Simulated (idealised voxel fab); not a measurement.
A process module follows: voxel wiring stack.
cross-section cut | 170 nm wide | cells 5 nm
A cross-section is written here as square cells arranged in a grid, and it is given in bands from the top down, each band taking up one or more rows of cells. Quick guide to a band line: top height, bottom height (nm) up front; then every material left to right with its width in nm. Only one material and it's marked "full width"? Then it fills the band edge to edge. And "air" just means empty space. Measure heights from 0. That's the level where, below it, the as-received wafer is all one material. The lowest band is bottomless and extends downward; write it as in "0 nm and below". A two-number width, for instance "30->40", indicates that the width is equal to the first number in the top row of the band and to the second number in the bottom row, and that it changes by a constant amount per row of cells. Step marked "no modifications"? Then no cell in the cross-section changed in it. Each empty space that has no open way to the top and spans at least 8 cells appears under "Listed closed voids" as width x height at distance, the distance counted from the left edge, all in nm. On each step's line, the part that comes after the settings is the simulator's own comment on the step. overlay nm: on a step with a mask, how far right of its planned place the mask lay; negative means left.

**Process steps (planned)**
1) op RECEIVE | material Si
2) op CONFORMAL_DEP | material SiO2 | thk nm 15
3) op DIRECTIONAL_DEP | material TiN | thk nm 5
4) op DIRECTIONAL_DEP | material W | thk nm 25
5) op MASKED_ETCH | tone cover | mask id METAL_1 | width nm 30 | pitch nm 45 | etch materials W | depth nm 25 | overlay nm 0
6) op MASKED_ETCH | tone cover | mask id METAL_1 | width nm 30 | pitch nm 45 | etch materials TiN | depth nm 5 | overlay nm 0
7) op CONFORMAL_DEP | material SiCN | thk nm 5
8) op FILL_DEP | material SiO2 | thk nm 5
9) op CMP | height nm 45
10) op CONFORMAL_DEP | material SiCN | thk nm 5
11) op DIRECTIONAL_DEP | material SiO2 | thk nm 30
12) op DIRECTIONAL_DEP | material aC | thk nm 15
13) op PATTERN | tone open | mask id METAL_2_HOLES | material resist | width nm 15 | pitch nm 90 | thk nm 35 | overlay nm 0
14) op DIRECTIONAL_ETCH | etch materials aC | depth nm 15
15) op STRIP | etch materials resist
16) op DIRECTIONAL_ETCH | etch materials SiO2 | depth nm 30
17) op STRIP | etch materials aC
18) op PATTERN | tone open | mask id METAL_2 | material resist | width nm 30 | pitch nm 45 | thk nm 15 | overlay nm 0
19) op DIRECTIONAL_ETCH | etch materials SiO2 | depth nm 15
20) op DIRECTIONAL_ETCH | etch materials SiCN | depth nm 5
21) op STRIP | etch materials resist
22) op CONFORMAL_DEP | material TiN | thk nm 5
23) op FILL_DEP | material Ru | thk nm 10
24) op CMP | height nm 80
25) op CONFORMAL_DEP | material SiCN | thk nm 5

**Run as planned: first of two wafers**

**as received, after step 1**
    0 nm and below: Si full width
    Listed closed voids: none

**The following cross-section depicts the wafer upon completion of step 2**
    15 nm to 0 nm: SiO2 full width
    Everything under 0 stays put, no change at all.

**The following cross-section depicts the wafer upon completion of step 3**
    20 nm to 15 nm: TiN full width
    Everything under 15 stays put, no change at all.

**The following cross-section depicts the wafer upon completion of step 4**
    45 nm to 20 nm: W full width
    Everything under 20 stays put, no change at all.

**The following cross-section depicts the wafer upon completion of step 5**
    45 nm to 20 nm: air=25; W=30; air=15; W=30; air=15; W=30; air=25
    Everything under 20 stays put, no change at all.

**The following cross-section depicts the wafer upon completion of step 6**
    45 nm to 20 nm: air=25; W=30; air=15; W=30; air=15; W=30; air=25
    20 nm to 15 nm: air=25; TiN=30; air=15; TiN=30; air=15; TiN=30; air=25
    Everything under 15 stays put, no change at all.

**The following cross-section depicts the wafer upon completion of step 7**
    50 nm to 45 nm: air=20; SiCN=40; air=5; SiCN=40; air=5; SiCN=40; air=20
    45 nm to 20 nm: air=20; SiCN=5; W=30; SiCN=5; air=5; SiCN=5; W=30; SiCN=5; air=5; SiCN=5; W=30; SiCN=5; air=20
    20 nm to 15 nm: SiCN=25; TiN=30; SiCN=15; TiN=30; SiCN=15; TiN=30; SiCN=25
    Everything under 15 stays put, no change at all.

**The following cross-section depicts the wafer upon completion of step 8**
    55 nm to 50 nm: SiO2 full width
    50 nm to 45 nm: SiO2=20; SiCN=40; SiO2=5; SiCN=40; SiO2=5; SiCN=40; SiO2=20
    45 nm to 20 nm: SiO2=20; SiCN=5; W=30; SiCN=5; SiO2=5; SiCN=5; W=30; SiCN=5; SiO2=5; SiCN=5; W=30; SiCN=5; SiO2=20
    Everything under 20 stays put, no change at all.

**The following cross-section depicts the wafer upon completion of step 9**
    45 nm to 20 nm: SiO2=20; SiCN=5; W=30; SiCN=5; SiO2=5; SiCN=5; W=30; SiCN=5; SiO2=5; SiCN=5; W=30; SiCN=5; SiO2=20
    Everything under 20 stays put, no change at all.

**The following cross-section depicts the wafer upon completion of step 10**
    50 nm to 45 nm: SiCN full width
    Everything under 45 stays put, no change at all.

**The following cross-section depicts the wafer upon completion of step 11**
    80 nm to 50 nm: SiO2 full width
    Everything under 50 stays put, no change at all.

**The following cross-section depicts the wafer upon completion of step 12**
    95 nm to 80 nm: aC full width
    Everything under 80 stays put, no change at all.

**The following cross-section depicts the wafer upon completion of step 13**
    130 nm to 95 nm: resist=25; air=15; resist=75; air=15; resist=40
    Everything under 95 stays put, no change at all.

**The following cross-section depicts the wafer upon completion of step 14**
    115 nm to 95 nm: resist=25; air=15; resist=75; air=15; resist=40
    95 nm to 80 nm: aC=25; air=15; aC=75; air=15; aC=40
    Everything under 80 stays put, no change at all.

**The following cross-section depicts the wafer upon completion of step 15**
    95 nm to 80 nm: aC=25; air=15; aC=75; air=15; aC=40
    Everything under 80 stays put, no change at all.

**The following cross-section depicts the wafer upon completion of step 16**
    95 nm to 80 nm: aC=25; air=15; aC=75; air=15; aC=40
    80 nm to 50 nm: SiO2=25; air=15; SiO2=75; air=15; SiO2=40
    Everything under 50 stays put, no change at all.

**The following cross-section depicts the wafer upon completion of step 17**
    80 nm to 50 nm: SiO2=25; air=15; SiO2=75; air=15; SiO2=40
    Everything under 50 stays put, no change at all.

**The following cross-section depicts the wafer upon completion of step 18**
    95 nm to 80 nm: resist=25; air=30; resist=15; air=30; resist=15; air=30; resist=25
    Everything under 80 stays put, no change at all.

**The following cross-section depicts the wafer upon completion of step 19**
    95 nm to 80 nm: resist=25; air=30; resist=15; air=30; resist=15; air=30; resist=25
    80 nm to 65 nm: SiO2=25; air=30; SiO2=15; air=30; SiO2=15; air=30; SiO2=25
    Everything under 65 stays put, no change at all.

**The following cross-section depicts the wafer upon completion of step 20**
    95 nm to 80 nm: resist=25; air=30; resist=15; air=30; resist=15; air=30; resist=25
    80 nm to 65 nm: SiO2=25; air=30; SiO2=15; air=30; SiO2=15; air=30; SiO2=25
    65 nm to 50 nm: SiO2=25; air=15; SiO2=75; air=15; SiO2=40
    50 nm to 45 nm: SiCN=25; air=15; SiCN=75; air=15; SiCN=40
    Everything under 45 stays put, no change at all.

**The following cross-section depicts the wafer upon completion of step 21**
    80 nm to 65 nm: SiO2=25; air=30; SiO2=15; air=30; SiO2=15; air=30; SiO2=25
    Everything under 65 stays put, no change at all.

**The following cross-section depicts the wafer upon completion of step 22**
    85 nm to 80 nm: TiN=30; air=20; TiN=25; air=20; TiN=25; air=20; TiN=30
    80 nm to 70 nm: SiO2=25; TiN=5; air=20; TiN=5; SiO2=15; TiN=5; air=20; TiN=5; SiO2=15; TiN=5; air=20; TiN=5; SiO2=25
    70 nm to 65 nm: SiO2=25; TiN=5; air=5; TiN=20; SiO2=15; TiN=30; SiO2=15; TiN=5; air=5; TiN=20; SiO2=25
    65 nm to 50 nm: SiO2=25; TiN=5; air=5; TiN=5; SiO2=75; TiN=5; air=5; TiN=5; SiO2=40
    50 nm to 45 nm: SiCN=25; TiN=15; SiCN=75; TiN=15; SiCN=40
    Everything under 45 stays put, no change at all.

**The following cross-section depicts the wafer upon completion of step 23**
    95 nm to 85 nm: Ru full width
    85 nm to 80 nm: TiN=30; Ru=20; TiN=25; Ru=20; TiN=25; Ru=20; TiN=30
    80 nm to 70 nm: SiO2=25; TiN=5; Ru=20; TiN=5; SiO2=15; TiN=5; Ru=20; TiN=5; SiO2=15; TiN=5; Ru=20; TiN=5; SiO2=25
    70 nm to 65 nm: SiO2=25; TiN=5; Ru=5; TiN=20; SiO2=15; TiN=30; SiO2=15; TiN=5; Ru=5; TiN=20; SiO2=25
    65 nm to 50 nm: SiO2=25; TiN=5; Ru=5; TiN=5; SiO2=75; TiN=5; Ru=5; TiN=5; SiO2=40
    Everything under 50 stays put, no change at all.

**The following cross-section depicts the wafer upon completion of step 24**
    80 nm to 70 nm: SiO2=25; TiN=5; Ru=20; TiN=5; SiO2=15; TiN=5; Ru=20; TiN=5; SiO2=15; TiN=5; Ru=20; TiN=5; SiO2=25
    Everything under 70 stays put, no change at all.

**The following cross-section depicts the wafer upon completion of step 25**
    85 nm to 80 nm: SiCN full width
    Everything under 80 stays put, no change at all.

**Second wafer. Start and plan as for the first. One mistake made in running. Agrees with the first up to and including step 9**

**Cross-section: second wafer, time at which step 10 was scheduled to end**
    75 nm to 45 nm: SiO2 full width
    Everything under 45 stays put, no change at all.

**Cross-section: second wafer, time at which step 11 was scheduled to end**
    80 nm to 75 nm: SiCN full width
    Everything under 75 stays put, no change at all.

**Cross-section: second wafer, time at which step 12 was scheduled to end**
    95 nm to 80 nm: aC full width
    Everything under 80 stays put, no change at all.

**Cross-section: second wafer, time at which step 13 was scheduled to end**
    130 nm to 95 nm: resist=25; air=15; resist=75; air=15; resist=40
    Everything under 95 stays put, no change at all.

**Cross-section: second wafer, time at which step 14 was scheduled to end**
    115 nm to 95 nm: resist=25; air=15; resist=75; air=15; resist=40
    95 nm to 80 nm: aC=25; air=15; aC=75; air=15; aC=40
    Everything under 80 stays put, no change at all.

**Cross-section: second wafer, time at which step 15 was scheduled to end**
    95 nm to 80 nm: aC=25; air=15; aC=75; air=15; aC=40
    Everything under 80 stays put, no change at all.

Cross-section: second wafer, time at which step 16 was scheduled to end: no modifications

**Cross-section: second wafer, time at which step 17 was scheduled to end**
    80 nm to 75 nm: SiCN full width
    Everything under 75 stays put, no change at all.

**Cross-section: second wafer, time at which step 18 was scheduled to end**
    95 nm to 80 nm: resist=25; air=30; resist=15; air=30; resist=15; air=30; resist=25
    Everything under 80 stays put, no change at all.

Cross-section: second wafer, time at which step 19 was scheduled to end: no modifications

**Cross-section: second wafer, time at which step 20 was scheduled to end**
    95 nm to 80 nm: resist=25; air=30; resist=15; air=30; resist=15; air=30; resist=25
    80 nm to 75 nm: SiCN=25; air=30; SiCN=15; air=30; SiCN=15; air=30; SiCN=25
    Everything under 75 stays put, no change at all.

**Cross-section: second wafer, time at which step 21 was scheduled to end**
    80 nm to 75 nm: SiCN=25; air=30; SiCN=15; air=30; SiCN=15; air=30; SiCN=25
    Everything under 75 stays put, no change at all.

**Cross-section: second wafer, time at which step 22 was scheduled to end**
    85 nm to 80 nm: TiN=30; air=20; TiN=25; air=20; TiN=25; air=20; TiN=30
    80 nm to 75 nm: SiCN=25; TiN=30; SiCN=15; TiN=30; SiCN=15; TiN=30; SiCN=25
    Everything under 75 stays put, no change at all.

**Cross-section: second wafer, time at which step 23 was scheduled to end**
    95 nm to 85 nm: Ru full width
    85 nm to 80 nm: TiN=30; Ru=20; TiN=25; Ru=20; TiN=25; Ru=20; TiN=30
    Everything under 80 stays put, no change at all.

**Cross-section: second wafer, time at which step 24 was scheduled to end**
    80 nm to 75 nm: SiCN=25; TiN=30; SiCN=15; TiN=30; SiCN=15; TiN=30; SiCN=25
    Everything under 75 stays put, no change at all.

**Cross-section: second wafer, time at which step 25 was scheduled to end**
    85 nm to 80 nm: SiCN full width
    Everything under 80 stays put, no change at all.
What went wrong in running the wafer? steps 10 and 11: order swapped relative to plan
Per the end-of-run cell counts, the second wafer holds more or fewer of some materials than the first: -32 Ru; -12 SiCN; +72 SiO2; -28 TiN
